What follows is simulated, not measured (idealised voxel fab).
process module | voxel self aligned contacts
cross-section cut | 295 nm wide | cells 5 nm
A cross-section is a grid of square cells, given in bands from the top down. A band is one or more rows of cells.
Each band's line starts with the height of the band's top and of its bottom, in nm. Then come its materials from left to right, each with its width in nm. One material with "throughout" fills the band from edge to edge. "air" is empty space.
Height 0 is the level under which the wafer as received is all one material. The lowest band goes on downwards, as in "0 down".
A width such as "30 to 40" changes by the same amount from each row of cells to the next, from the band's top row to its bottom row.
"no change" after a step means that no cell of the cross-section changed.
closed voids: empty space of 8 cells or more with no open way to the top, each as width x height at its distance from the left edge, in nm
after a step's settings: what the simulator itself notes on the step
overlay nm, on a step with a mask: how far to the right of its planned place the mask lay; to the left if negative
plan
1 op RECEIVE | material Si
2 op CONFORMAL_DEP | material SiO2 | thk nm 5
3 op DIRECTIONAL_DEP | material polySi | thk nm 30
4 op DIRECTIONAL_DEP | material SiN | thk nm 25
5 op MASKED_ETCH | tone cover | mask id GATE | width nm 30 | pitch nm 75 | etch materials SiN | depth nm 25 | overlay nm 0
6 op MASKED_ETCH | tone cover | mask id GATE | width nm 30 | pitch nm 75 | etch materials polySi | depth nm 30 | overlay nm 0
7 op CONFORMAL_DEP | material SiN | thk nm 10
8 op DIRECTIONAL_ETCH | etch materials SiN | depth nm 10
9 op FILL_DEP | material SiO2 | thk nm 15
10 op CMP | height nm 65
11 op PATTERN | tone open | mask id CONTACT | material resist | width nm 55 | pitch nm 75 | thk nm 15 | overlay nm 0
12 op DIRECTIONAL_ETCH | etch materials SiO2 | depth nm 65
13 op STRIP | etch materials resist
14 op CONFORMAL_DEP | material TiN | thk nm 5
15 op FILL_DEP | material W | thk nm 10
16 op CMP | height nm 65
17 op CONFORMAL_DEP | material SiCN | thk nm 5
as received, after step 1
  0 down: Si throughout
  closed voids: none
first wafer at the end, as planned
  70 to 65: SiCN throughout
  65 to 60: SiO2 80 | TiN 20 | W 15 | TiN 20 | SiO2 20 | TiN 20 | W 15 | TiN 20 | SiO2 85
  60 to 35: SiO2 45 | SiN 50 | TiN 5 | W 15 | TiN 5 | SiN 50 | TiN 5 | W 15 | TiN 5 | SiN 50 | SiO2 50
  35 to 5: SiO2 45 | SiN 10 | polySi 30 | SiN 10 | TiN 5 | W 15 | TiN 5 | SiN 10 | polySi 30 | SiN 10 | TiN 5 | W 15 | TiN 5 | SiN 10 | polySi 30 | SiN 10 | SiO2 50
  5 to 0: SiO2 95 | TiN 25 | SiO2 50 | TiN 25 | SiO2 100
  0 down: Si throughout
  closed voids: none
second wafer at the end: like start, like plan, one mistake
  70 to 65: SiCN throughout
  65 to 60: SiO2 80 | TiN 20 | W 15 | TiN 20 | SiO2 20 | TiN 20 | W 15 | TiN 20 | SiO2 85
  60 to 40: SiO2 45 | SiN 50 | TiN 5 | W 15 | TiN 5 | SiN 50 | TiN 5 | W 15 | TiN 5 | SiN 50 | SiO2 50
  40 to 35: SiO2 45 | SiN 50 | TiN 15 | W 5 | TiN 5 | SiN 50 | TiN 15 | W 5 | TiN 5 | SiN 50 | SiO2 50
  35 to 5: SiO2 45 | SiN 10 | polySi 40 | SiN 10 | TiN 5 | W 5 | TiN 5 | SiN 10 | polySi 40 | SiN 10 | TiN 5 | W 5 | TiN 5 | SiN 10 | polySi 40 | SiN 10 | SiO2 40
  5 to 0: SiO2 105 | TiN 15 | SiO2 60 | TiN 15 | SiO2 100
  0 down: Si throughout
  closed voids: none
what went wrong: step 6 ran as: op MASKED_ETCH | tone cover | mask id GATE | width nm 30 | pitch nm 75 | etch materials polySi | depth nm 30 | overlay nm 10
at the end the second wafer has, in cells: 8 fewer of SiO2 | 28 fewer of W | 36 more of polySi
